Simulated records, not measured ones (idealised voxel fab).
A process module follows: voxel tone inversion.
Cross-section cut: width 235 nm, square cells of 5 nm.
A cross-section is a grid of square cells, given in bands from the top down. A band is one or more rows of cells.
Per band: top height and bottom height in nm, followed by the left-to-right materials and their widths in nm; "edge to edge" marks a single material spanning edge to edge, "empty" marks empty space.
Height reference: 0 = level under which incoming wafer is all one material. Lowest band: no bottom, runs on downward, e.g. "0..down".
Per-row width for "30..40": begins at first number (top row of band), ends at second number (bottom row), increment between rows held constant.
What does "no change occurred" mean for a step? It means no cell of the cross-section changed in that step.
Enclosed voids (no open way to top), threshold 8 cells or more, entry "Closed cavity list", notation width x height at distance, distance from left edge, nm.
If you see something after the settings on a step's line, that's the simulator's own remark about that step.
A step's line can hold "overlay nm"; with a mask on that step, the setting says how far right of the planned place the mask lay, while a negative setting says it lay to the left.
So here's the lineup of process steps we planned
1: RECEIVE [material Si]
2: CONFORMAL_DEP [material SiCN] [thk nm 5]
3: DIRECTIONAL_DEP [material aC] [thk nm 15]
4: PATTERN [tone cover] [mask id POSTS] [material resist] [width nm 20] [pitch nm 45] [thk nm 25] [overlay nm 0]
5: DIRECTIONAL_ETCH [etch materials aC] [depth nm 15]
6: STRIP [etch materials resist]
7: FILL_DEP [material SiO2] [thk nm 5]
8: CMP [height nm 20]
9: STRIP [etch materials aC]
10: CONFORMAL_DEP [material TiN] [thk nm 5]
11: FILL_DEP [material W] [thk nm 10]
12: CMP [height nm 20]
13: CONFORMAL_DEP [material SiN] [thk nm 5]
Cross-section of the incoming wafer, state after step 1
> 0..down | Si edge to edge
> Closed cavity list: none
Cross-sectional image of the first of two wafers at the end of the module, the run having proceeded as planned
> 25..20 | SiN edge to edge
> 20..10 | SiO2=85; TiN=5; W=10; TiN=5; SiO2=25; TiN=5; W=10; TiN=5; SiO2=85
> 10..5 | SiO2=85; TiN=20; SiO2=25; TiN=20; SiO2=85
> 5..0 | SiCN edge to edge
> 0..down | Si edge to edge
> Closed cavity list: none
End of module, second wafer, cross-section. Started like the first, planned like the first, run with one mistake
> 15..10 | SiN edge to edge
> 10..5 | SiO2=85; TiN=20; SiO2=25; TiN=20; SiO2=85
> 5..0 | SiCN edge to edge
> 0..down | Si edge to edge
> Closed cavity list: none
Want to know what went wrong? off-plan run, step 12, actual operation and settings CMP [height nm 10]
Cell-count delta at end, second wafer over first, by material: -78 SiO2, -8 TiN, -8 W
